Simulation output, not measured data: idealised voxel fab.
process module | voxel transistor to metal
cross-section cut | 155 nm wide | cells 5 nm
A cross-section is a grid of square cells, given in bands from the top down. A band is one or more rows of cells.
Each band's line starts with the height of the band's top and of its bottom, in nm. Then come its materials from left to right, each with its width in nm. One material with "throughout" fills the band from edge to edge. "air" is empty space.
Height 0 is the level under which the wafer as received is all one material. The lowest band goes on downwards, as in "0 down".
A width such as "30 to 40" changes by the same amount from each row of cells to the next, from the band's top row to its bottom row.
"no change" after a step means that no cell of the cross-section changed.
closed voids: empty space of 8 cells or more with no open way to the top, each as width x height at its distance from the left edge, in nm
after a step's settings: what the simulator itself notes on the step
overlay nm, on a step with a mask: how far to the right of its planned place the mask lay; to the left if negative
plan
1 op RECEIVE | material Si
2 op OXIDIZE | depth nm 5
3 op CONFORMAL_DEP | material SiN | thk nm 10
4 op PATTERN | tone cover | mask id ACTIVE | material resist | width nm 100 | thk nm 20 | overlay nm 0
5 op DIRECTIONAL_ETCH | etch materials SiN | depth nm 10
6 op DIRECTIONAL_ETCH | etch materials SiO2 | depth nm 5
7 op DIRECTIONAL_ETCH | etch materials Si | depth nm 20
8 op STRIP | etch materials resist
9 op OXIDIZE | depth nm 5
10 op FILL_DEP | material SiO2 | thk nm 5
11 op CMP | height nm 10
12 op SELECTIVE_ETCH | etch materials SiO2 | depth nm 10
13 op STRIP | etch materials SiN
14 op SELECTIVE_ETCH | etch materials SiO2 | depth nm 5
15 op OXIDIZE | depth nm 5
16 op DIRECTIONAL_DEP | material polySi | thk nm 20
17 op DIRECTIONAL_DEP | material SiCN | thk nm 10
18 op PATTERN | tone cover | mask id GATE | material resist | width nm 20 | thk nm 20 | overlay nm 0
19 op DIRECTIONAL_ETCH | etch materials SiCN | depth nm 20
20 op DIRECTIONAL_ETCH | etch materials polySi | depth nm 30
21 op STRIP | etch materials resist
22 op CONFORMAL_DEP | material SiN | thk nm 5
23 op DIRECTIONAL_ETCH | etch materials SiN | depth nm 5
24 op DIRECTIONAL_ETCH | etch materials SiO2 | depth nm 5
25 op DIRECTIONAL_ETCH | etch materials Si | depth nm 5
26 op EPI | material pSi | thk nm 5
27 op FILL_DEP | material SiO2 | thk nm 10
28 op CMP | height nm 25
29 op DIRECTIONAL_DEP | material SiO2 | thk nm 15
30 op PATTERN | tone open | mask id CONTACT | material resist | width nm 30 | pitch nm 60 | thk nm 15 | overlay nm 0
31 op DIRECTIONAL_ETCH | etch materials SiO2 | depth nm 50
32 op STRIP | etch materials resist
33 op CONFORMAL_DEP | material TiN | thk nm 5
34 op FILL_DEP | material Ru | thk nm 10
35 op CMP | height nm 40
36 op CONFORMAL_DEP | material SiCN | thk nm 5
37 op DIRECTIONAL_DEP | material SiO2 | thk nm 20
38 op DIRECTIONAL_DEP | material aC | thk nm 10
39 op PATTERN | tone open | mask id METAL_1 | material resist | width nm 20 | pitch nm 70 | thk nm 25 | overlay nm 0
40 op DIRECTIONAL_ETCH | etch materials aC | depth nm 10
41 op STRIP | etch materials resist
42 op DIRECTIONAL_ETCH | etch materials SiO2 | depth nm 20
43 op DIRECTIONAL_ETCH | etch materials SiCN | depth nm 5
44 op STRIP | etch materials aC
45 op CONFORMAL_DEP | material TiN | thk nm 5
46 op FILL_DEP | material Ru | thk nm 10
47 op CMP | height nm 65
48 op EPI | material Ru | thk nm 5
49 op FILL_DEP | material SiCN | thk nm 5
50 op DIRECTIONAL_DEP | material lowk | thk nm 30
51 op MASKED_ETCH | tone open | mask id METAL_2 | width nm 20 | pitch nm 70 | etch materials lowk | depth nm 15 | overlay nm 0
52 op MASKED_ETCH | tone open | mask id METAL_2_HOLES | width nm 15 | pitch nm 70 | etch materials lowk | depth nm 15 | overlay nm 0
53 op MASKED_ETCH | tone open | mask id METAL_2_HOLES | width nm 15 | pitch nm 70 | etch materials SiCN | depth nm 5 | overlay nm 0
54 op CONFORMAL_DEP | material TiN | thk nm 5
55 op FILL_DEP | material Ru | thk nm 10
56 op CMP | height nm 105
57 op CONFORMAL_DEP | material SiN | thk nm 5
first wafer, as planned
as received, after step 1
  0 down: Si throughout
  closed voids: none
after step 2
  0 to -5: SiO2 throughout
  below -5: unchanged
after step 3
  10 to 0: SiN throughout
  below 0: unchanged
after step 4
  30 to 10: air 25 | resist 100 | air 30
  below 10: unchanged
after step 5
  30 to 10: air 25 | resist 100 | air 30
  10 to 0: air 25 | SiN 100 | air 30
  below 0: unchanged
after step 6
  30 to 10: air 25 | resist 100 | air 30
  10 to 0: air 25 | SiN 100 | air 30
  0 to -5: air 25 | SiO2 100 | air 30
  below -5: unchanged
after step 7
  30 to 10: air 25 | resist 100 | air 30
  10 to 0: air 25 | SiN 100 | air 30
  0 to -5: air 25 | SiO2 100 | air 30
  -5 to -25: air 25 | Si 100 | air 30
  below -25: unchanged
after step 8
  10 to 0: air 25 | SiN 100 | air 30
  below 0: unchanged
after step 9
  10 to 0: air 25 | SiN 100 | air 30
  0 to -5: air 25 | SiO2 100 | air 30
  -5 to -25: air 25 | SiO2 5 | Si 90 | SiO2 5 | air 30
  -25 to -30: SiO2 30 | Si 90 | SiO2 35
  below -30: unchanged
after step 10
  15 to 10: SiO2 throughout
  10 to 0: SiO2 25 | SiN 100 | SiO2 30
  0 to -5: SiO2 throughout
  -5 to -30: SiO2 30 | Si 90 | SiO2 35
  below -30: unchanged
after step 11
  10 to 0: SiO2 25 | SiN 100 | SiO2 30
  below 0: unchanged
after step 12
  10 to 0: air 25 | SiN 100 | air 30
  below 0: unchanged
after step 13
  0 to -5: SiO2 throughout
  below -5: unchanged
after step 14
  -5 to -30: SiO2 30 | Si 90 | SiO2 35
  below -30: unchanged
after step 15
  -5 to -10: SiO2 throughout
  below -10: unchanged
after step 16
  15 to -5: polySi throughout
  below -5: unchanged
after step 17
  25 to 15: SiCN throughout
  below 15: unchanged
after step 18
  45 to 25: air 65 | resist 20 | air 70
  below 25: unchanged
after step 19
  45 to 25: air 65 | resist 20 | air 70
  25 to 15: air 65 | SiCN 20 | air 70
  below 15: unchanged
after step 20
  45 to 25: air 65 | resist 20 | air 70
  25 to 15: air 65 | SiCN 20 | air 70
  15 to -5: air 65 | polySi 20 | air 70
  below -5: unchanged
after step 21
  25 to 15: air 65 | SiCN 20 | air 70
  below 15: unchanged
after step 22
  30 to 25: air 60 | SiN 30 | air 65
  25 to 15: air 60 | SiN 5 | SiCN 20 | SiN 5 | air 65
  15 to 0: air 60 | SiN 5 | polySi 20 | SiN 5 | air 65
  0 to -5: SiN 65 | polySi 20 | SiN 70
  below -5: unchanged
after step 23
  25 to 15: air 60 | SiN 5 | SiCN 20 | SiN 5 | air 65
  15 to -5: air 60 | SiN 5 | polySi 20 | SiN 5 | air 65
  below -5: unchanged
after step 24
  25 to 15: air 60 | SiN 5 | SiCN 20 | SiN 5 | air 65
  15 to -5: air 60 | SiN 5 | polySi 20 | SiN 5 | air 65
  -5 to -10: air 60 | SiO2 30 | air 65
  below -10: unchanged
after step 25
  25 to 15: air 60 | SiN 5 | SiCN 20 | SiN 5 | air 65
  15 to -5: air 60 | SiN 5 | polySi 20 | SiN 5 | air 65
  -5 to -10: air 60 | SiO2 30 | air 65
  -10 to -15: SiO2 30 | air 30 | Si 30 | air 30 | SiO2 35
  below -15: unchanged
after step 26
  25 to 15: air 60 | SiN 5 | SiCN 20 | SiN 5 | air 65
  15 to -5: air 60 | SiN 5 | polySi 20 | SiN 5 | air 65
  -5 to -10: air 55 | pSi 5 | SiO2 30 | pSi 5 | air 60
  -10 to -15: SiO2 30 | pSi 30 | Si 30 | pSi 30 | SiO2 35
  below -15: unchanged
after step 27
  35 to 25: SiO2 throughout
  25 to 15: SiO2 60 | SiN 5 | SiCN 20 | SiN 5 | SiO2 65
  15 to -5: SiO2 60 | SiN 5 | polySi 20 | SiN 5 | SiO2 65
  -5 to -10: SiO2 55 | pSi 5 | SiO2 30 | pSi 5 | SiO2 60
  below -10: unchanged
after step 28
  25 to 15: SiO2 60 | SiN 5 | SiCN 20 | SiN 5 | SiO2 65
  below 15: unchanged
after step 29
  40 to 25: SiO2 throughout
  below 25: unchanged
after step 30
  55 to 40: resist 30 | air 30 | resist 30 | air 30 | resist 35
  below 40: unchanged
after step 31
  55 to 40: resist 30 | air 30 | resist 30 | air 30 | resist 35
  40 to 25: SiO2 30 | air 30 | SiO2 30 | air 30 | SiO2 35
  25 to 15: SiO2 30 | air 30 | SiN 5 | SiCN 20 | SiN 5 | air 30 | SiO2 35
  15 to -5: SiO2 30 | air 30 | SiN 5 | polySi 20 | SiN 5 | air 30 | SiO2 35
  -5 to -10: SiO2 30 | air 25 | pSi 5 | SiO2 30 | pSi 5 | air 25 | SiO2 35
  below -10: unchanged
after step 32
  40 to 25: SiO2 30 | air 30 | SiO2 30 | air 30 | SiO2 35
  below 25: unchanged
after step 33
  45 to 40: TiN 35 | air 20 | TiN 40 | air 20 | TiN 40
  40 to 25: SiO2 30 | TiN 5 | air 20 | TiN 5 | SiO2 30 | TiN 5 | air 20 | TiN 5 | SiO2 35
  25 to 15: SiO2 30 | TiN 5 | air 20 | TiN 5 | SiN 5 | SiCN 20 | SiN 5 | TiN 5 | air 20 | TiN 5 | SiO2 35
  15 to 0: SiO2 30 | TiN 5 | air 20 | TiN 5 | SiN 5 | polySi 20 | SiN 5 | TiN 5 | air 20 | TiN 5 | SiO2 35
  0 to -5: SiO2 30 | TiN 5 | air 15 | TiN 10 | SiN 5 | polySi 20 | SiN 5 | TiN 10 | air 15 | TiN 5 | SiO2 35
  -5 to -10: SiO2 30 | TiN 25 | pSi 5 | SiO2 30 | pSi 5 | TiN 25 | SiO2 35
  below -10: unchanged
after step 34
  55 to 45: Ru throughout
  45 to 40: TiN 35 | Ru 20 | TiN 40 | Ru 20 | TiN 40
  40 to 25: SiO2 30 | TiN 5 | Ru 20 | TiN 5 | SiO2 30 | TiN 5 | Ru 20 | TiN 5 | SiO2 35
  25 to 15: SiO2 30 | TiN 5 | Ru 20 | TiN 5 | SiN 5 | SiCN 20 | SiN 5 | TiN 5 | Ru 20 | TiN 5 | SiO2 35
  15 to 0: SiO2 30 | TiN 5 | Ru 20 | TiN 5 | SiN 5 | polySi 20 | SiN 5 | TiN 5 | Ru 20 | TiN 5 | SiO2 35
  0 to -5: SiO2 30 | TiN 5 | Ru 15 | TiN 10 | SiN 5 | polySi 20 | SiN 5 | TiN 10 | Ru 15 | TiN 5 | SiO2 35
  below -5: unchanged
after step 35
  40 to 25: SiO2 30 | TiN 5 | Ru 20 | TiN 5 | SiO2 30 | TiN 5 | Ru 20 | TiN 5 | SiO2 35
  below 25: unchanged
after step 36
  45 to 40: SiCN throughout
  below 40: unchanged
after step 37
  65 to 45: SiO2 throughout
  below 45: unchanged
after step 38
  75 to 65: aC throughout
  below 65: unchanged
after step 39
  100 to 75: resist 30 | air 20 | resist 50 | air 20 | resist 35
  below 75: unchanged
after step 40
  90 to 75: resist 30 | air 20 | resist 50 | air 20 | resist 35
  75 to 65: aC 30 | air 20 | aC 50 | air 20 | aC 35
  below 65: unchanged
after step 41
  75 to 65: aC 30 | air 20 | aC 50 | air 20 | aC 35
  below 65: unchanged
after step 42
  75 to 65: aC 30 | air 20 | aC 50 | air 20 | aC 35
  65 to 45: SiO2 30 | air 20 | SiO2 50 | air 20 | SiO2 35
  below 45: unchanged
after step 43
  75 to 65: aC 30 | air 20 | aC 50 | air 20 | aC 35
  65 to 45: SiO2 30 | air 20 | SiO2 50 | air 20 | SiO2 35
  45 to 40: SiCN 30 | air 20 | SiCN 50 | air 20 | SiCN 35
  below 40: unchanged
after step 44
  65 to 45: SiO2 30 | air 20 | SiO2 50 | air 20 | SiO2 35
  below 45: unchanged
after step 45
  70 to 65: TiN 35 | air 10 | TiN 60 | air 10 | TiN 40
  65 to 45: SiO2 30 | TiN 5 | air 10 | TiN 5 | SiO2 50 | TiN 5 | air 10 | TiN 5 | SiO2 35
  45 to 40: SiCN 30 | TiN 20 | SiCN 50 | TiN 20 | SiCN 35
  below 40: unchanged
after step 46
  80 to 70: Ru throughout
  70 to 65: TiN 35 | Ru 10 | TiN 60 | Ru 10 | TiN 40
  65 to 45: SiO2 30 | TiN 5 | Ru 10 | TiN 5 | SiO2 50 | TiN 5 | Ru 10 | TiN 5 | SiO2 35
  below 45: unchanged
after step 47
  65 to 45: SiO2 30 | TiN 5 | Ru 10 | TiN 5 | SiO2 50 | TiN 5 | Ru 10 | TiN 5 | SiO2 35
  below 45: unchanged
after step 48
  70 to 65: air 25 | Ru 30 | air 40 | Ru 30 | air 30
  below 65: unchanged
after step 49
  75 to 70: SiCN throughout
  70 to 65: SiCN 25 | Ru 30 | SiCN 40 | Ru 30 | SiCN 30
  below 65: unchanged
after step 50
  105 to 75: lowk throughout
  below 75: unchanged
after step 51
  105 to 90: lowk 30 | air 20 | lowk 50 | air 20 | lowk 35
  below 90: unchanged
after step 52
  105 to 90: lowk 30 | air 20 | lowk 50 | air 20 | lowk 35
  90 to 75: lowk 30 | air 15 | lowk 55 | air 15 | lowk 40
  below 75: unchanged
after step 53
  105 to 90: lowk 30 | air 20 | lowk 50 | air 20 | lowk 35
  90 to 75: lowk 30 | air 15 | lowk 55 | air 15 | lowk 40
  75 to 70: SiCN 30 | air 15 | SiCN 55 | air 15 | SiCN 40
  below 70: unchanged
after step 54
  110 to 105: TiN 35 | air 10 | TiN 60 | air 10 | TiN 40
  105 to 95: lowk 30 | TiN 5 | air 10 | TiN 5 | lowk 50 | TiN 5 | air 10 | TiN 5 | lowk 35
  95 to 90: lowk 30 | TiN 5 | air 5 | TiN 10 | lowk 50 | TiN 5 | air 5 | TiN 10 | lowk 35
  90 to 75: lowk 30 | TiN 5 | air 5 | TiN 5 | lowk 55 | TiN 5 | air 5 | TiN 5 | lowk 40
  75 to 70: SiCN 30 | TiN 15 | SiCN 55 | TiN 15 | SiCN 40
  below 70: unchanged
after step 55
  120 to 110: Ru throughout
  110 to 105: TiN 35 | Ru 10 | TiN 60 | Ru 10 | TiN 40
  105 to 95: lowk 30 | TiN 5 | Ru 10 | TiN 5 | lowk 50 | TiN 5 | Ru 10 | TiN 5 | lowk 35
  95 to 90: lowk 30 | TiN 5 | Ru 5 | TiN 10 | lowk 50 | TiN 5 | Ru 5 | TiN 10 | lowk 35
  90 to 75: lowk 30 | TiN 5 | Ru 5 | TiN 5 | lowk 55 | TiN 5 | Ru 5 | TiN 5 | lowk 40
  below 75: unchanged
after step 56
  105 to 95: lowk 30 | TiN 5 | Ru 10 | TiN 5 | lowk 50 | TiN 5 | Ru 10 | TiN 5 | lowk 35
  below 95: unchanged
after step 57
  110 to 105: SiN throughout
  below 105: unchanged
second wafer: like start, like plan, one mistake. Through step 6 it matches the first wafer
when step 7 should have ended
  30 to 10: air 25 | resist 100 | air 30
  10 to 0: air 25 | SiN 100 | air 30
  0 to -5: air 25 | SiO2 100 | air 30
  -5 to -45: air 25 | Si 100 | air 30
  below -45: unchanged
when step 8 should have ended
  10 to 0: air 25 | SiN 100 | air 30
  below 0: unchanged
when step 9 should have ended
  10 to 0: air 25 | SiN 100 | air 30
  0 to -5: air 25 | SiO2 100 | air 30
  -5 to -45: air 25 | SiO2 5 | Si 90 | SiO2 5 | air 30
  -45 to -50: SiO2 30 | Si 90 | SiO2 35
  below -50: unchanged
when step 10 should have ended
  15 to 10: SiO2 throughout
  10 to 0: SiO2 25 | SiN 100 | SiO2 30
  0 to -5: SiO2 throughout
  -5 to -50: SiO2 30 | Si 90 | SiO2 35
  below -50: unchanged
when step 11 should have ended
  10 to 0: SiO2 25 | SiN 100 | SiO2 30
  below 0: unchanged
when step 12 should have ended
  10 to 0: air 25 | SiN 100 | air 30
  below 0: unchanged
when step 13 should have ended
  0 to -5: SiO2 throughout
  below -5: unchanged
when step 14 should have ended
  -5 to -50: SiO2 30 | Si 90 | SiO2 35
  below -50: unchanged
when step 15 should have ended
  -5 to -10: SiO2 throughout
  below -10: unchanged
when step 16 should have ended
  15 to -5: polySi throughout
  below -5: unchanged
when step 17 should have ended
  25 to 15: SiCN throughout
  below 15: unchanged
when step 18 should have ended
  45 to 25: air 65 | resist 20 | air 70
  below 25: unchanged
when step 19 should have ended
  45 to 25: air 65 | resist 20 | air 70
  25 to 15: air 65 | SiCN 20 | air 70
  below 15: unchanged
when step 20 should have ended
  45 to 25: air 65 | resist 20 | air 70
  25 to 15: air 65 | SiCN 20 | air 70
  15 to -5: air 65 | polySi 20 | air 70
  below -5: unchanged
when step 21 should have ended
  25 to 15: air 65 | SiCN 20 | air 70
  below 15: unchanged
when step 22 should have ended
  30 to 25: air 60 | SiN 30 | air 65
  25 to 15: air 60 | SiN 5 | SiCN 20 | SiN 5 | air 65
  15 to 0: air 60 | SiN 5 | polySi 20 | SiN 5 | air 65
  0 to -5: SiN 65 | polySi 20 | SiN 70
  below -5: unchanged
when step 23 should have ended
  25 to 15: air 60 | SiN 5 | SiCN 20 | SiN 5 | air 65
  15 to -5: air 60 | SiN 5 | polySi 20 | SiN 5 | air 65
  below -5: unchanged
when step 24 should have ended
  25 to 15: air 60 | SiN 5 | SiCN 20 | SiN 5 | air 65
  15 to -5: air 60 | SiN 5 | polySi 20 | SiN 5 | air 65
  -5 to -10: air 60 | SiO2 30 | air 65
  below -10: unchanged
when step 25 should have ended
  25 to 15: air 60 | SiN 5 | SiCN 20 | SiN 5 | air 65
  15 to -5: air 60 | SiN 5 | polySi 20 | SiN 5 | air 65
  -5 to -10: air 60 | SiO2 30 | air 65
  -10 to -15: SiO2 30 | air 30 | Si 30 | air 30 | SiO2 35
  below -15: unchanged
when step 26 should have ended
  25 to 15: air 60 | SiN 5 | SiCN 20 | SiN 5 | air 65
  15 to -5: air 60 | SiN 5 | polySi 20 | SiN 5 | air 65
  -5 to -10: air 55 | pSi 5 | SiO2 30 | pSi 5 | air 60
  -10 to -15: SiO2 30 | pSi 30 | Si 30 | pSi 30 | SiO2 35
  below -15: unchanged
when step 27 should have ended
  35 to 25: SiO2 throughout
  25 to 15: SiO2 60 | SiN 5 | SiCN 20 | SiN 5 | SiO2 65
  15 to -5: SiO2 60 | SiN 5 | polySi 20 | SiN 5 | SiO2 65
  -5 to -10: SiO2 55 | pSi 5 | SiO2 30 | pSi 5 | SiO2 60
  below -10: unchanged
when step 28 should have ended
  25 to 15: SiO2 60 | SiN 5 | SiCN 20 | SiN 5 | SiO2 65
  below 15: unchanged
when step 29 should have ended
  40 to 25: SiO2 throughout
  below 25: unchanged
when step 30 should have ended
  55 to 40: resist 30 | air 30 | resist 30 | air 30 | resist 35
  below 40: unchanged
when step 31 should have ended
  55 to 40: resist 30 | air 30 | resist 30 | air 30 | resist 35
  40 to 25: SiO2 30 | air 30 | SiO2 30 | air 30 | SiO2 35
  25 to 15: SiO2 30 | air 30 | SiN 5 | SiCN 20 | SiN 5 | air 30 | SiO2 35
  15 to -5: SiO2 30 | air 30 | SiN 5 | polySi 20 | SiN 5 | air 30 | SiO2 35
  -5 to -10: SiO2 30 | air 25 | pSi 5 | SiO2 30 | pSi 5 | air 25 | SiO2 35
  below -10: unchanged
when step 32 should have ended
  40 to 25: SiO2 30 | air 30 | SiO2 30 | air 30 | SiO2 35
  below 25: unchanged
when step 33 should have ended
  45 to 40: TiN 35 | air 20 | TiN 40 | air 20 | TiN 40
  40 to 25: SiO2 30 | TiN 5 | air 20 | TiN 5 | SiO2 30 | TiN 5 | air 20 | TiN 5 | SiO2 35
  25 to 15: SiO2 30 | TiN 5 | air 20 | TiN 5 | SiN 5 | SiCN 20 | SiN 5 | TiN 5 | air 20 | TiN 5 | SiO2 35
  15 to 0: SiO2 30 | TiN 5 | air 20 | TiN 5 | SiN 5 | polySi 20 | SiN 5 | TiN 5 | air 20 | TiN 5 | SiO2 35
  0 to -5: SiO2 30 | TiN 5 | air 15 | TiN 10 | SiN 5 | polySi 20 | SiN 5 | TiN 10 | air 15 | TiN 5 | SiO2 35
  -5 to -10: SiO2 30 | TiN 25 | pSi 5 | SiO2 30 | pSi 5 | TiN 25 | SiO2 35
  below -10: unchanged
when step 34 should have ended
  55 to 45: Ru throughout
  45 to 40: TiN 35 | Ru 20 | TiN 40 | Ru 20 | TiN 40
  40 to 25: SiO2 30 | TiN 5 | Ru 20 | TiN 5 | SiO2 30 | TiN 5 | Ru 20 | TiN 5 | SiO2 35
  25 to 15: SiO2 30 | TiN 5 | Ru 20 | TiN 5 | SiN 5 | SiCN 20 | SiN 5 | TiN 5 | Ru 20 | TiN 5 | SiO2 35
  15 to 0: SiO2 30 | TiN 5 | Ru 20 | TiN 5 | SiN 5 | polySi 20 | SiN 5 | TiN 5 | Ru 20 | TiN 5 | SiO2 35
  0 to -5: SiO2 30 | TiN 5 | Ru 15 | TiN 10 | SiN 5 | polySi 20 | SiN 5 | TiN 10 | Ru 15 | TiN 5 | SiO2 35
  below -5: unchanged
when step 35 should have ended
  40 to 25: SiO2 30 | TiN 5 | Ru 20 | TiN 5 | SiO2 30 | TiN 5 | Ru 20 | TiN 5 | SiO2 35
  below 25: unchanged
when step 36 should have ended
  45 to 40: SiCN throughout
  below 40: unchanged
when step 37 should have ended
  65 to 45: SiO2 throughout
  below 45: unchanged
when step 38 should have ended
  75 to 65: aC throughout
  below 65: unchanged
when step 39 should have ended
  100 to 75: resist 30 | air 20 | resist 50 | air 20 | resist 35
  below 75: unchanged
when step 40 should have ended
  90 to 75: resist 30 | air 20 | resist 50 | air 20 | resist 35
  75 to 65: aC 30 | air 20 | aC 50 | air 20 | aC 35
  below 65: unchanged
when step 41 should have ended
  75 to 65: aC 30 | air 20 | aC 50 | air 20 | aC 35
  below 65: unchanged
when step 42 should have ended
  75 to 65: aC 30 | air 20 | aC 50 | air 20 | aC 35
  65 to 45: SiO2 30 | air 20 | SiO2 50 | air 20 | SiO2 35
  below 45: unchanged
when step 43 should have ended
  75 to 65: aC 30 | air 20 | aC 50 | air 20 | aC 35
  65 to 45: SiO2 30 | air 20 | SiO2 50 | air 20 | SiO2 35
  45 to 40: SiCN 30 | air 20 | SiCN 50 | air 20 | SiCN 35
  below 40: unchanged
when step 44 should have ended
  65 to 45: SiO2 30 | air 20 | SiO2 50 | air 20 | SiO2 35
  below 45: unchanged
when step 45 should have ended
  70 to 65: TiN 35 | air 10 | TiN 60 | air 10 | TiN 40
  65 to 45: SiO2 30 | TiN 5 | air 10 | TiN 5 | SiO2 50 | TiN 5 | air 10 | TiN 5 | SiO2 35
  45 to 40: SiCN 30 | TiN 20 | SiCN 50 | TiN 20 | SiCN 35
  below 40: unchanged
when step 46 should have ended
  80 to 70: Ru throughout
  70 to 65: TiN 35 | Ru 10 | TiN 60 | Ru 10 | TiN 40
  65 to 45: SiO2 30 | TiN 5 | Ru 10 | TiN 5 | SiO2 50 | TiN 5 | Ru 10 | TiN 5 | SiO2 35
  below 45: unchanged
when step 47 should have ended
  65 to 45: SiO2 30 | TiN 5 | Ru 10 | TiN 5 | SiO2 50 | TiN 5 | Ru 10 | TiN 5 | SiO2 35
  below 45: unchanged
when step 48 should have ended
  70 to 65: air 25 | Ru 30 | air 40 | Ru 30 | air 30
  below 65: unchanged
when step 49 should have ended
  75 to 70: SiCN throughout
  70 to 65: SiCN 25 | Ru 30 | SiCN 40 | Ru 30 | SiCN 30
  below 65: unchanged
when step 50 should have ended
  105 to 75: lowk throughout
  below 75: unchanged
when step 51 should have ended
  105 to 90: lowk 30 | air 20 | lowk 50 | air 20 | lowk 35
  below 90: unchanged
when step 52 should have ended
  105 to 90: lowk 30 | air 20 | lowk 50 | air 20 | lowk 35
  90 to 75: lowk 30 | air 15 | lowk 55 | air 15 | lowk 40
  below 75: unchanged
when step 53 should have ended
  105 to 90: lowk 30 | air 20 | lowk 50 | air 20 | lowk 35
  90 to 75: lowk 30 | air 15 | lowk 55 | air 15 | lowk 40
  75 to 70: SiCN 30 | air 15 | SiCN 55 | air 15 | SiCN 40
  below 70: unchanged
when step 54 should have ended
  110 to 105: TiN 35 | air 10 | TiN 60 | air 10 | TiN 40
  105 to 95: lowk 30 | TiN 5 | air 10 | TiN 5 | lowk 50 | TiN 5 | air 10 | TiN 5 | lowk 35
  95 to 90: lowk 30 | TiN 5 | air 5 | TiN 10 | lowk 50 | TiN 5 | air 5 | TiN 10 | lowk 35
  90 to 75: lowk 30 | TiN 5 | air 5 | TiN 5 | lowk 55 | TiN 5 | air 5 | TiN 5 | lowk 40
  75 to 70: SiCN 30 | TiN 15 | SiCN 55 | TiN 15 | SiCN 40
  below 70: unchanged
when step 55 should have ended
  120 to 110: Ru throughout
  110 to 105: TiN 35 | Ru 10 | TiN 60 | Ru 10 | TiN 40
  105 to 95: lowk 30 | TiN 5 | Ru 10 | TiN 5 | lowk 50 | TiN 5 | Ru 10 | TiN 5 | lowk 35
  95 to 90: lowk 30 | TiN 5 | Ru 5 | TiN 10 | lowk 50 | TiN 5 | Ru 5 | TiN 10 | lowk 35
  90 to 75: lowk 30 | TiN 5 | Ru 5 | TiN 5 | lowk 55 | TiN 5 | Ru 5 | TiN 5 | lowk 40
  below 75: unchanged
when step 56 should have ended
  105 to 95: lowk 30 | TiN 5 | Ru 10 | TiN 5 | lowk 50 | TiN 5 | Ru 10 | TiN 5 | lowk 35
  below 95: unchanged
when step 57 should have ended
  110 to 105: SiN throughout
  below 105: unchanged
what went wrong: step 7 was run twice
at the end the second wafer has, in cells: 52 fewer of Si | 52 more of SiO2
